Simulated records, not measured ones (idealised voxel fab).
Documented hereafter: the process module known as voxel ribs on slabs.
Each square cell in cross-section cut measures 5 nm, and the section as a whole is 245 nm wide.
This document writes a cross-section as a grid whose cells are square, and gives it as bands, listed from the top down; one or more rows of cells form a band.
Heights first: top, then bottom, in nm. Then materials, left to right, each with a width in nm. "edge to edge" on a single material: fills the band edge to edge. "air": empty space.
Ref level 0: as-received wafer is one material below here. Bottom band extends down with no lower bound ("top 0, no bottom").
Think of "30->40" as a width that walks from the first number to the second as you go down the band, top row to bottom row, taking equal-sized steps from row to row.
Step marked "nothing different"? Then no cell in the cross-section changed in it.
"Closed void listing": empty spaces of 8 cells or more with no open way to the top, each given as width x height at distance, distance from the left edge, all in nm.
If you see something after the settings on a step's line, that's the simulator's own remark about that step.
The line of a step may include "overlay nm". On a step with a mask, this value is how far to the right of its planned place the mask lay. A negative value means the mask lay to the left.
INTENDED PROCESS STEPS
| 1 | RECEIVE with material Si |
| 2 | DIRECTIONAL_DEP with material SiO2, thk nm 20 |
| 3 | DIRECTIONAL_DEP with material polySi, thk nm 25 |
| 4 | MASKED_ETCH with tone cover, mask id RIB, width nm 30, etch materials polySi, depth nm 5, overlay nm 0 |
| 5 | DIRECTIONAL_DEP with material aC, thk nm 15 |
| 6 | PATTERN with tone cover, mask id SLAB, material resist, width nm 70, thk nm 30, overlay nm 0 |
| 7 | DIRECTIONAL_ETCH with etch materials aC, depth nm 15 |
| 8 | STRIP with etch materials resist |
| 9 | DIRECTIONAL_ETCH with etch materials polySi, depth nm 20 |
| 10 | STRIP with etch materials aC |
| 11 | FILL_DEP with material SiO2, thk nm 25 |
| 12 | CMP with height nm 65 |
| 13 | DIRECTIONAL_DEP with material W, thk nm 10 |
| 14 | PATTERN with tone cover, mask id HEATER, material resist, width nm 40, thk nm 15, overlay nm 0 |
| 15 | DIRECTIONAL_ETCH with etch materials W, depth nm 10 |
| 16 | STRIP with etch materials resist |
| 17 | CONFORMAL_DEP with material SiO2, thk nm 10 |
CROSS-SECTIONAL VIEW OF THE WAFER IN ITS AS-RECEIVED CONDITION, CORRESPONDING TO THE STATE AFTER STEP 1
top 0, no bottom = Si edge to edge
Closed void listing: none
FIRST OF TWO WAFERS AT THE END OF THE MODULE, SHOWN IN CROSS-SECTION; RUN CARRIED OUT AS PLANNED
top 85, bottom 75 = 90 air | 60 SiO2 | 95 air
top 75, bottom 65 = 100 SiO2 | 40 W | 105 SiO2
top 65, bottom 45 = SiO2 edge to edge
top 45, bottom 40 = 105 SiO2 | 30 polySi | 110 SiO2
top 40, bottom 20 = 85 SiO2 | 70 polySi | 90 SiO2
top 20, bottom 0 = SiO2 edge to edge
top 0, no bottom = Si edge to edge
Closed void listing: none
WHAT THE SECOND WAFER LOOKS LIKE IN CROSS-SECTION ONCE THE MODULE IS DONE. ITS START AND ITS PLAN MATCHED THE FIRST WAFER'S EXACTLY; WHAT DIFFERED WAS ONE MISTAKE IN HOW IT WAS RUN
top 85, bottom 75 = 90 air | 60 SiO2 | 95 air
top 75, bottom 65 = 100 SiO2 | 40 W | 105 SiO2
top 65, bottom 45 = SiO2 edge to edge
top 45, bottom 40 = 85 SiO2 | 20 polySi | 30 SiO2 | 20 polySi | 90 SiO2
top 40, bottom 25 = 85 SiO2 | 70 polySi | 90 SiO2
top 25, bottom 20 = polySi edge to edge
top 20, bottom 0 = SiO2 edge to edge
top 0, no bottom = Si edge to edge
Closed void listing: none
Misprocessing identified: step 4 deviated from plan and actually ran as MASKED_ETCH with tone open, mask id RIB, width nm 30, etch materials polySi, depth nm 5, overlay nm 0
End of process, cell counts, second wafer against first, materials with more or fewer: -37 SiO2 | +37 polySi
